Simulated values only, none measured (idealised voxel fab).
Process module name: voxel gate over fins
Displayed cross-section: cut, width of 245 nm, square cells sized 5 nm.
Just so we're on the same page, the cross-sections are grids of square cells, and they're listed out in bands top to bottom, each band one or more rows deep.
Top height, bottom height, nm. Materials left to right, width each, nm. Single material + "everywhere" = fills band edge to edge. "empty" = empty.
Below 0: as-received wafer, all one material; heights counted from there. Lowest band: no bottom, goes on down, written "top 0, no bottom".
Think of "30->40" as a width that walks from the first number to the second as you go down the band, top row to bottom row, taking equal-sized steps from row to row.
Basically "remained unchanged" means that step didn't change any cell in the cross-section.
"Listed closed voids": sealed empty spaces, 8 cells or more, no open way to top, listed width x height at distance, with distance from the left edge and width, height and distance in nm.
That trailing text on a step's line, after the settings, is the simulator's own remark on the step.
The optional step-line setting "overlay nm" applies to steps with a mask and quantifies how far to the right of its planned location the mask lay, a negative value indicating leftward placement.
Set out below are the planned steps of the process
1. RECEIVE: material Si
2. CONFORMAL_DEP: material SiN, thk nm 5
3. MASKED_ETCH: tone cover, mask id FINS, width nm 15, pitch nm 35, etch materials SiN, depth nm 5, overlay nm 0
4. MASKED_ETCH: tone cover, mask id FINS, width nm 15, pitch nm 35, etch materials Si, depth nm 30, overlay nm 0
5. OXIDIZE: depth nm 5
6. FILL_DEP: material SiO2, thk nm 15
7. CMP: height nm 5
8. SELECTIVE_ETCH: etch materials SiO2, depth nm 15
9. STRIP: etch materials SiN
10. CONFORMAL_DEP: material HfO2, thk nm 5
11. CONFORMAL_DEP: material TiN, thk nm 5
12. FILL_DEP: material W, thk nm 15
13. CMP: height nm 20
14. CONFORMAL_DEP: material SiCN, thk nm 10
Cross-sectional view of the wafer in its as-received condition, corresponding to the state after step 1
  top 0, no bottom | Si everywhere
  Listed closed voids: none
Final cross-section, module run with one mistake (start and plan as above)
  top 30, bottom 20 | HfO2 everywhere
  top 20, bottom 10 | W everywhere
  top 10, bottom 5 | W 75, TiN 25, W 10, TiN 25, W 10, TiN 25, W 75
  top 5, bottom 0 | W 75, TiN 5, HfO2 15, TiN 5, W 10, TiN 5, HfO2 15, TiN 5, W 10, TiN 5, HfO2 15, TiN 5, W 75
  top 0, bottom -5 | TiN 80, HfO2 5, Si 5, HfO2 5, TiN 20, HfO2 5, Si 5, HfO2 5, TiN 20, HfO2 5, Si 5, HfO2 5, TiN 80
  top -5, bottom -10 | HfO2 85, Si 5, HfO2 30, Si 5, HfO2 30, Si 5, HfO2 85
  top -10, bottom -35 | SiO2 85, Si 5, SiO2 30, Si 5, SiO2 30, Si 5, SiO2 85
  top -35, no bottom | Si everywhere
  Listed closed voids: none
Where did the run depart from the plan? step 14 was not run as planned; what actually ran was CONFORMAL_DEP: material HfO2, thk nm 10
